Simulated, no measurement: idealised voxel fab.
process module | voxel self aligned contacts
cross-section cut | 200 nm wide | cells 5 nm
A cross-section is a grid of square cells, given in bands from the top down. A band is one or more rows of cells.
Each band's line starts with the height of the band's top and of its bottom, in nm. Then come its materials from left to right, each with its width in nm. One material with "throughout" fills the band from edge to edge. "air" is empty space.
Height 0 is the level under which the wafer as received is all one material. The lowest band goes on downwards, as in "0 down".
A width such as "30 to 40" changes by the same amount from each row of cells to the next, from the band's top row to its bottom row.
"no change" after a step means that no cell of the cross-section changed.
closed voids: empty space of 8 cells or more with no open way to the top, each as width x height at its distance from the left edge, in nm
after a step's settings: what the simulator itself notes on the step
overlay nm, on a step with a mask: how far to the right of its planned place the mask lay; to the left if negative
plan
1 op RECEIVE | material Si
2 op OXIDIZE | depth nm 5
3 op DIRECTIONAL_DEP | material polySi | thk nm 20
4 op DIRECTIONAL_DEP | material SiN | thk nm 25
5 op PATTERN | tone cover | mask id GATE | material resist | width nm 30 | pitch nm 70 | thk nm 20 | overlay nm 0
6 op DIRECTIONAL_ETCH | etch materials SiN | depth nm 25
7 op DIRECTIONAL_ETCH | etch materials polySi | depth nm 20
8 op STRIP | etch materials resist
9 op CONFORMAL_DEP | material SiN | thk nm 10
10 op DIRECTIONAL_ETCH | etch materials SiN | depth nm 10
11 op FILL_DEP | material SiO2 | thk nm 15
12 op CMP | height nm 50
13 op MASKED_ETCH | tone open | mask id CONTACT | width nm 50 | pitch nm 70 | etch materials SiO2 | depth nm 55 | overlay nm 0
14 op CONFORMAL_DEP | material TiN | thk nm 5
15 op FILL_DEP | material W | thk nm 5
16 op CMP | height nm 50
17 op CONFORMAL_DEP | material SiCN | thk nm 5
as received, after step 1
  0 down: Si throughout
  closed voids: none
first wafer at the end, as planned
  55 to 50: SiCN throughout
  50 to 45: SiO2 40 | TiN 20 | W 10 | TiN 20 | SiO2 20 | TiN 20 | W 10 | TiN 20 | SiO2 40
  45 to 20: SiO2 5 | SiN 50 | TiN 5 | W 10 | TiN 5 | SiN 50 | TiN 5 | W 10 | TiN 5 | SiN 50 | SiO2 5
  20 to 0: SiO2 5 | SiN 10 | polySi 30 | SiN 10 | TiN 5 | W 10 | TiN 5 | SiN 10 | polySi 30 | SiN 10 | TiN 5 | W 10 | TiN 5 | SiN 10 | polySi 30 | SiN 10 | SiO2 5
  0 to -5: SiO2 55 | TiN 20 | SiO2 50 | TiN 20 | SiO2 55
  -5 down: Si throughout
  closed voids: none
second wafer at the end: like start, like plan, one mistake
  55 to 50: SiCN throughout
  50 to 45: SiO2 35 | TiN 25 | W 10 | TiN 15 | SiO2 20 | TiN 25 | W 10 | TiN 15 | SiO2 45
  45 to 20: SiO2 5 | SiN 50 | TiN 5 | W 10 | TiN 5 | SiN 50 | TiN 5 | W 10 | TiN 5 | SiN 50 | SiO2 5
  20 to 0: SiO2 5 | SiN 10 | polySi 30 | SiN 10 | TiN 5 | W 10 | TiN 5 | SiN 10 | polySi 30 | SiN 10 | TiN 5 | W 10 | TiN 5 | SiN 10 | polySi 30 | SiN 10 | SiO2 5
  0 to -5: SiO2 55 | TiN 20 | SiO2 50 | TiN 20 | SiO2 55
  -5 down: Si throughout
  closed voids: none
what went wrong: step 13 ran as: op MASKED_ETCH | tone open | mask id CONTACT | width nm 50 | pitch nm 70 | etch materials SiO2 | depth nm 55 | overlay nm -5
at the end the second wafer has, in cells: as many of each material as the first, in other places
